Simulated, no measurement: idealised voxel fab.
Documented hereafter: the process module known as voxel wiring stack.
The cross-section shown here is cut; it is 180 nm wide and divided into square cells measuring 5 nm on a side.
If you're reading a cross-section in this doc, picture square cells in a grid; it comes to you as bands, top ones listed first down to the bottom, and a band can be one or more rows of cells.
Top height, bottom height, nm. Materials left to right, width each, nm. Single material + "everywhere" = fills band edge to edge. "air" = empty.
Heights are measured from 0, the level below which the as-received wafer is all one material; the lowest band has no bottom and continues downward, written as in "0 nm and below".
You'd read "30->40" like this: the band's top row of cells is as wide as the first number, its bottom row is as wide as the second, and going down, every row changes width by the same amount as the row before did.
"no change occurred" -> step changed no cross-section cell.
In the "Closed voids list" entry, you get each enclosed empty space of 8 cells or more, one with no open way to the top, written width x height at distance, distance from the left edge, in nm.
Text after the settings on a step's line: the simulator's own remark on that step.
On any step carrying a mask, the "overlay nm" setting, if present on the step's line, tells how far right of its planned place the mask lay; negative values point to the left.
**This section lists the process steps that were planned**
- 1: RECEIVE [material Si]
- 2: CONFORMAL_DEP [material SiO2] [thk nm 15]
- 3: DIRECTIONAL_DEP [material TiN] [thk nm 5]
- 4: DIRECTIONAL_DEP [material W] [thk nm 20]
- 5: PATTERN [tone cover] [mask id METAL_1] [material resist] [width nm 20] [pitch nm 45] [thk nm 15] [overlay nm 0]
- 6: DIRECTIONAL_ETCH [etch materials W] [depth nm 20]
- 7: DIRECTIONAL_ETCH [etch materials TiN] [depth nm 5]
- 8: STRIP [etch materials resist]
- 9: CONFORMAL_DEP [material SiCN] [thk nm 5]
- 10: FILL_DEP [material SiO2] [thk nm 5]
- 11: CMP [height nm 40]
- 12: CONFORMAL_DEP [material SiCN] [thk nm 5]
- 13: DIRECTIONAL_DEP [material lowk] [thk nm 25]
- 14: MASKED_ETCH [tone open] [mask id METAL_2] [width nm 20] [pitch nm 45] [etch materials lowk] [depth nm 15] [overlay nm 0]
- 15: PATTERN [tone open] [mask id METAL_2_HOLES] [material resist] [width nm 15] [thk nm 20] [overlay nm 0]
- 16: DIRECTIONAL_ETCH [etch materials lowk] [depth nm 10]
- 17: DIRECTIONAL_ETCH [etch materials SiCN] [depth nm 5]
- 18: STRIP [etch materials resist]
- 19: CONFORMAL_DEP [material TiN] [thk nm 5]
- 20: FILL_DEP [material Cu] [thk nm 5]
- 21: CMP [height nm 70]
- 22: CONFORMAL_DEP [material SiN] [thk nm 5]
**Wafer at receipt (post step 1), cross-section**
	0 nm and below  Si everywhere
	Closed voids list: none
**End-of-module XS, first of two wafers, run as planned**
	75 nm to 70 nm  SiN everywhere
	70 nm to 60 nm  lowk (55); TiN (5); Cu (10); TiN (5); lowk (25); TiN (5); Cu (10); TiN (5); lowk (60)
	60 nm to 55 nm  lowk (55); TiN (5); Cu (5); TiN (10); lowk (25); TiN (20); lowk (60)
	55 nm to 45 nm  lowk (55); TiN (5); Cu (5); TiN (5); lowk (110)
	45 nm to 40 nm  SiCN (55); TiN (15); SiCN (110)
	40 nm to 20 nm  SiO2 (50); SiCN (5); W (20); SiCN (5); SiO2 (15); SiCN (5); W (20); SiCN (5); SiO2 (55)
	20 nm to 15 nm  SiCN (55); TiN (20); SiCN (25); TiN (20); SiCN (60)
	15 nm to 0 nm  SiO2 everywhere
	0 nm and below  Si everywhere
	Closed voids list: none
**Module end: cross-section of wafer two of two. Same start and process plan as the first wafer. One mistake during execution**
	75 nm to 70 nm  SiN everywhere
	70 nm to 60 nm  lowk (55); TiN (5); Cu (10); TiN (5); lowk (25); TiN (5); Cu (10); TiN (5); lowk (60)
	60 nm to 55 nm  lowk (55); TiN (5); Cu (5); TiN (10); lowk (25); TiN (20); lowk (60)
	55 nm to 50 nm  lowk (55); TiN (5); Cu (5); TiN (5); lowk (110)
	50 nm to 45 nm  lowk (55); TiN (15); lowk (110)
	45 nm to 40 nm  lowk everywhere
	40 nm to 20 nm  SiO2 (50); SiCN (5); W (20); SiCN (5); SiO2 (15); SiCN (5); W (20); SiCN (5); SiO2 (55)
	20 nm to 15 nm  SiCN (55); TiN (20); SiCN (25); TiN (20); SiCN (60)
	15 nm to 0 nm  SiO2 everywhere
	0 nm and below  Si everywhere
	Closed voids list: none
Diagnosis: step 12 did not use the planned setting and instead ran as CONFORMAL_DEP [material lowk] [thk nm 5]
Per the end-of-run cell counts, the second wafer holds more or fewer of some materials than the first: Cu: 1 fewer; SiCN: 33 fewer; TiN: 2 fewer; lowk: 36 more
